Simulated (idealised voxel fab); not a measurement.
Proc. module: voxel gate over fins
We display cut, a cross-section 255 nm in width whose square cells are each 5 nm.
Notation: cross-section as square-cell grid; stated in bands, top first, going down; one or more cell rows per band. Band: top height; bottom height; in nm. Then, left to right: material with width in nm, for each material. "full width": a single material spanning edge to edge. "blank": empty space. Basically, 0 is our baseline, since under it the wafer straight out of the box is all one material. The bottom band has no lower end and keeps on going down, so it looks like "0..down". Top row gets the first number, bottom row gets the second, and each row in between changes by the same step: that is how a band width like "30->40" works. When a step is marked "nothing was modified", none of the cells in the cross-section changed during that step. In the "Closed void table" entry, you get each enclosed empty space of 8 cells or more, one with no open way to the top, written width x height at distance, distance from the left edge, in nm. On each step's line, the part that comes after the settings is the simulator's own comment on the step. "overlay nm" on a masked step: distance the mask lay right of its planned place, negative for left.

Steps planned for the process
- 1: RECEIVE,material Si
- 2: CONFORMAL_DEP,material SiN,thk nm 10
- 3: MASKED_ETCH,tone cover,mask id FINS,width nm 15,pitch nm 60,etch materials SiN,depth nm 10,overlay nm 0
- 4: MASKED_ETCH,tone cover,mask id FINS,width nm 15,pitch nm 60,etch materials Si,depth nm 35,overlay nm 0
- 5: OXIDIZE,depth nm 5
- 6: FILL_DEP,material SiO2,thk nm 10
- 7: CMP,height nm 10
- 8: PATTERN,tone open,mask id RAIL,material resist,width nm 15,thk nm 20,overlay nm 0
- 9: DIRECTIONAL_ETCH,etch materials SiO2,depth nm 40
- 10: STRIP,etch materials resist
- 11: CONFORMAL_DEP,material TiN,thk nm 5
- 12: FILL_DEP,material Ru,thk nm 5
- 13: CMP,height nm 10
- 14: SELECTIVE_ETCH,etch materials W Ru TiN,depth nm 30
- 15: FILL_DEP,material SiO2,thk nm 5
- 16: CMP,height nm 0
- 17: SELECTIVE_ETCH,etch materials SiO2,depth nm 25
- 18: STRIP,etch materials SiN
- 19: CONFORMAL_DEP,material HfO2,thk nm 5
- 20: CONFORMAL_DEP,material TiN,thk nm 5
- 21: FILL_DEP,material W,thk nm 15
- 22: CMP,height nm 20
- 23: CONFORMAL_DEP,material SiCN,thk nm 10
Wafers differ in height nm at step 16; plan lists the first wafer's value; identical starting state.

Step 1 complete: as-received cross-section of the first of several wafers
  0..down = Si full width
  Closed void table: none

Table: wafers, a row each; end-of-module cell change per material since receipt, gain (+), loss (-); then closed voids
height nm 0 | +83 HfO2 | +1 Ru | -384 Si | +102 SiCN | +141 SiO2 | +88 TiN | +275 W | Closed void table: none
height nm 5 | +75 HfO2 | +1 Ru | -384 Si | +102 SiCN | +186 SiO2 | +80 TiN | +246 W | Closed void table: none
height nm 10 | +69 HfO2 | +1 Ru | -384 Si | +102 SiCN | +234 SiO2 | +74 TiN | +210 W | Closed void table: none
height nm 15 | +63 HfO2 | +1 Ru | -384 Si | +102 SiCN | +282 SiO2 | +68 TiN | +174 W | Closed void table: none
